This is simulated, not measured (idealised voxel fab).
Proc. module: voxel wiring stack
This is section cut - it's 150 nm across, gridded in 5 nm square cells.
Cross-sections here: square-cell grids, written as top-down lists of bands, a band being one or more rows of cells.
The band entry comprises the height of the band's top followed by the height of its bottom, expressed in nm, and subsequently the band's materials from left to right, each stated together with its width in nm. Where a single material is marked with the word "all across", that material fills the band from edge to edge. The word "blank" represents empty space.
Height 0 is the level under which the wafer as received is all one material. The lowest band goes on downwards, as in "0 and below".
Read "30 to 40" as a graded width: first number on top, second number at the bottom, same change between each pair of neighbouring rows.
Any step labelled "remained the same" changed none of the cells in the cross-section.
For the entry "Unvented voids", the listed items are empty spaces with no open way to the top whose size is 8 cells or more; each item follows the pattern width x height at distance, where distance is from the left edge and all three are in nm.
Formally, on a step line, whatever follows the settings is a remark that the simulator itself makes on the step.
What "overlay nm" on a step's line means: if the step has a mask, that mask lay this far to the right of its planned place, or, when the value is negative, to the left.
The following list gives the planned process steps:
1 RECEIVE, material Si
2 CONFORMAL_DEP, material SiO2, thk nm 10
3 DIRECTIONAL_DEP, material TiN, thk nm 5
4 DIRECTIONAL_DEP, material W, thk nm 20
5 DIRECTIONAL_DEP, material aC, thk nm 15
6 PATTERN, tone cover, mask id METAL_1, material resist, width nm 30, pitch nm 50, thk nm 30, overlay nm 0
7 DIRECTIONAL_ETCH, etch materials aC, depth nm 15
8 STRIP, etch materials resist
9 DIRECTIONAL_ETCH, etch materials W, depth nm 20
10 DIRECTIONAL_ETCH, etch materials TiN, depth nm 5
11 STRIP, etch materials aC
12 CONFORMAL_DEP, material SiCN, thk nm 5
13 FILL_DEP, material SiO2, thk nm 5
14 CMP, height nm 35
15 CONFORMAL_DEP, material SiCN, thk nm 5
16 DIRECTIONAL_DEP, material lowk, thk nm 20
17 MASKED_ETCH, tone open, mask id PLUG_1, width nm 15, etch materials lowk, depth nm 20, overlay nm 0
18 MASKED_ETCH, tone open, mask id PLUG_1, width nm 15, etch materials SiCN, depth nm 5, overlay nm 0
19 CONFORMAL_DEP, material TiN, thk nm 5
20 FILL_DEP, material Cu, thk nm 5
21 CMP, height nm 60
22 CONFORMAL_DEP, material SiCN, thk nm 5
23 DIRECTIONAL_DEP, material lowk, thk nm 20
24 MASKED_ETCH, tone open, mask id METAL_2, width nm 30, pitch nm 50, etch materials lowk, depth nm 20, overlay nm 0
25 MASKED_ETCH, tone open, mask id METAL_2, width nm 30, pitch nm 50, etch materials SiCN, depth nm 5, overlay nm 0
26 CONFORMAL_DEP, material TiN, thk nm 5
27 FILL_DEP, material Ru, thk nm 5
28 CMP, height nm 85
29 CONFORMAL_DEP, material SiCN, thk nm 5
30 DIRECTIONAL_DEP, material SiO2, thk nm 10
31 PATTERN, tone open, mask id PLUG_2, material resist, width nm 15, pitch nm 50, thk nm 20, overlay nm 0
32 DIRECTIONAL_ETCH, etch materials SiO2, depth nm 10
33 DIRECTIONAL_ETCH, etch materials SiCN, depth nm 5
34 STRIP, etch materials resist
35 CONFORMAL_DEP, material TiN, thk nm 5
36 FILL_DEP, material Ru, thk nm 10
37 CMP, height nm 100
38 CONFORMAL_DEP, material SiN, thk nm 5
39 DIRECTIONAL_DEP, material SiO2, thk nm 25
40 PATTERN, tone open, mask id METAL_3, material resist, width nm 30, pitch nm 50, thk nm 20, overlay nm 0
41 DIRECTIONAL_ETCH, etch materials SiO2, depth nm 25
42 DIRECTIONAL_ETCH, etch materials SiN, depth nm 5
43 STRIP, etch materials resist
44 CONFORMAL_DEP, material TiN, thk nm 5
45 FILL_DEP, material Cu, thk nm 5
46 CMP, height nm 130
47 CONFORMAL_DEP, material SiCN, thk nm 5
Here's what the wafer looked like in cross-section when it arrived - that's after step 1:
- 0 and below: Si all across
- Unvented voids: none
Wafer cross-section at module end: first of two, run to plan:
- 135 down to 130: SiCN all across
- 130 down to 105: 35 nm SiO2  5 nm TiN  20 nm Cu  5 nm TiN  20 nm SiO2  5 nm TiN  20 nm Cu  5 nm TiN  35 nm SiO2
- 105 down to 100: 35 nm SiN  30 nm TiN  20 nm SiN  30 nm TiN  35 nm SiN
- 100 down to 90: 35 nm SiO2  5 nm TiN  5 nm Ru  5 nm TiN  35 nm SiO2  5 nm TiN  5 nm Ru  5 nm TiN  50 nm SiO2
- 90 down to 85: 35 nm SiCN  15 nm TiN  35 nm SiCN  15 nm TiN  50 nm SiCN
- 85 down to 65: 35 nm lowk  5 nm TiN  20 nm Ru  5 nm TiN  20 nm lowk  5 nm TiN  20 nm Ru  5 nm TiN  35 nm lowk
- 65 down to 60: 35 nm SiCN  30 nm TiN  20 nm SiCN  30 nm TiN  35 nm SiCN
- 60 down to 40: 35 nm lowk  5 nm TiN  5 nm Cu  5 nm TiN  100 nm lowk
- 40 down to 35: 35 nm SiCN  15 nm TiN  100 nm SiCN
- 35 down to 15: 30 nm SiO2  5 nm SiCN  30 nm W  5 nm SiCN  10 nm SiO2  5 nm SiCN  30 nm W  5 nm SiCN  30 nm SiO2
- 15 down to 10: 35 nm SiCN  30 nm TiN  20 nm SiCN  30 nm TiN  35 nm SiCN
- 10 down to 0: SiO2 all across
- 0 and below: Si all across
- Unvented voids: none
End-of-module cross-section of the second wafer: identical starting point and process plan to the first, with one processing mistake:
- 135 down to 130: SiCN all across
- 130 down to 120: 35 nm SiO2  5 nm TiN  20 nm Cu  5 nm TiN  20 nm SiO2  5 nm TiN  20 nm Cu  5 nm TiN  35 nm SiO2
- 120 down to 115: 35 nm SiN  30 nm TiN  20 nm SiN  30 nm TiN  35 nm SiN
- 115 down to 105: Ru all across
- 105 down to 100: 40 nm TiN  5 nm Ru  45 nm TiN  5 nm Ru  55 nm TiN
- 100 down to 90: 35 nm SiO2  5 nm TiN  5 nm Ru  5 nm TiN  35 nm SiO2  5 nm TiN  5 nm Ru  5 nm TiN  50 nm SiO2
- 90 down to 85: 35 nm SiCN  15 nm TiN  35 nm SiCN  15 nm TiN  50 nm SiCN
- 85 down to 65: 35 nm lowk  5 nm TiN  20 nm Ru  5 nm TiN  20 nm lowk  5 nm TiN  20 nm Ru  5 nm TiN  35 nm lowk
- 65 down to 60: 35 nm SiCN  30 nm TiN  20 nm SiCN  30 nm TiN  35 nm SiCN
- 60 down to 40: 35 nm lowk  5 nm TiN  5 nm Cu  5 nm TiN  100 nm lowk
- 40 down to 35: 35 nm SiCN  15 nm TiN  100 nm SiCN
- 35 down to 15: 30 nm SiO2  5 nm SiCN  30 nm W  5 nm SiCN  10 nm SiO2  5 nm SiCN  30 nm W  5 nm SiCN  30 nm SiO2
- 15 down to 10: 35 nm SiCN  30 nm TiN  20 nm SiCN  30 nm TiN  35 nm SiCN
- 10 down to 0: SiO2 all across
- 0 and below: Si all across
- Unvented voids: none
Diagnosis: step 37 of the plan was bypassed and not carried out
In the final state, the cell counts of the second wafer exceed or fall short of those of the first for the following materials: Cu: 24 fewer, Ru: 62 more, SiO2: 54 fewer, TiN: 16 more
